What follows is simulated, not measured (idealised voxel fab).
You're looking at the process module voxel air gaps.
In the cross-section labelled cut, the width is 195 nm and each square cell is 5 nm.
A cross-section in this document is a grid of square cells, and it is written down as bands, the top band listed before the ones below it; a band is made up of one or more rows of cells.
A band entry consists of two parts. The first gives the height of the band's top and the height of its bottom, in nm. The rest lists the band's materials from left to right, each with its width in nm. A single material labelled with the word "everywhere" fills the band from edge to edge, and the word "empty" marks empty space.
Where do heights start? At 0: under that level the wafer as delivered is made of one material only. And the lowest band has no floor; it just carries on downward, as in "from 0 down".
A width given as "30->40" starts at the first number in the band's top row and ends at the second number in its bottom row, shifting by an equal amount at every step from row to row.
"remained unchanged" means the step left every cell of the cross-section as it was.
The list in "Cavities, sealed" covers empty spaces of 8 cells or more that cannot reach the top through any open way, and it gives each as width x height at distance; the distance is from the left edge, and width, height and distance are in nm.
What comes after the settings on a step's line is commentary from the simulator itself on that step.
overlay nm: mask offset rightward from planned place, masked step; negative means leftward offset.
**Set out below are the planned steps of the process**
1) RECEIVE [material Si]
2) CONFORMAL_DEP [material SiO2] [thk nm 10]
3) CONFORMAL_DEP [material SiN] [thk nm 5]
4) DIRECTIONAL_DEP [material SiO2] [thk nm 35]
5) MASKED_ETCH [tone open] [mask id LINES] [width nm 15] [pitch nm 40] [etch materials SiO2] [depth nm 35] [overlay nm 0]
6) CONFORMAL_DEP [material TiN] [thk nm 5]
7) FILL_DEP [material W] [thk nm 10]
8) CMP [height nm 50]
9) EPI [material Ru] [thk nm 10]
10) SELECTIVE_ETCH [etch materials SiO2] [depth nm 45]
11) CONFORMAL_DEP [material SiN] [thk nm 5]
**As-received state of the wafer in cross-section, equivalent to post-step 1**
    from 0 down  Si everywhere
    Cavities, sealed: none
**First of two wafers at the end of the module, shown in cross-section; run carried out as planned**
    from 65 to 60  empty=35; SiN=125; empty=35
    from 60 to 50  empty=35; SiN=5; Ru=35; SiN=5; Ru=35; SiN=5; Ru=35; SiN=5; empty=35
    from 50 to 45  empty=35; SiN=15; TiN=5; W=5; TiN=5; SiN=25; TiN=5; W=5; TiN=5; SiN=25; TiN=5; W=5; TiN=5; SiN=15; empty=35
    from 45 to 20  empty=45; SiN=5; TiN=5; W=5; TiN=5; SiN=5; empty=15; SiN=5; TiN=5; W=5; TiN=5; SiN=5; empty=15; SiN=5; TiN=5; W=5; TiN=5; SiN=5; empty=45
    from 20 to 15  SiN=50; TiN=15; SiN=25; TiN=15; SiN=25; TiN=15; SiN=50
    from 15 to 10  SiN everywhere
    from 10 to 0  SiO2 everywhere
    from 0 down  Si everywhere
    Cavities, sealed: 15 x 25 at 70; 15 x 25 at 110
**Module end: cross-section of wafer two of two. Same start and process plan as the first wafer. One mistake during execution**
    from 65 to 60  empty=30; SiN=135; empty=30
    from 60 to 50  empty=30; SiN=5; Ru=125; SiN=5; empty=30
    from 50 to 45  empty=30; SiN=15; TiN=5; W=15; TiN=5; SiO2=15; TiN=5; W=15; TiN=5; SiO2=15; TiN=5; W=15; TiN=5; SiN=15; empty=30
    from 45 to 20  empty=40; SiN=5; TiN=5; W=15; TiN=5; SiO2=15; TiN=5; W=15; TiN=5; SiO2=15; TiN=5; W=15; TiN=5; SiN=5; empty=40
    from 20 to 15  SiN=45; TiN=25; SiO2=15; TiN=25; SiO2=15; TiN=25; SiN=45
    from 15 to 10  SiN everywhere
    from 10 to 0  SiO2 everywhere
    from 0 down  Si everywhere
    Cavities, sealed: none
Processing error: not per plan at step 5, really ran MASKED_ETCH [tone open] [mask id LINES] [width nm 25] [pitch nm 40] [etch materials SiO2] [depth nm 35] [overlay nm 0]
FYI, end of process, the second wafer has more or fewer cells of some materials than the first: Ru +8 | SiN -44 | SiO2 +42 | TiN +6 | W +36
So at the end we're looking at 2 closed voids on the first wafer and 0 on the second.
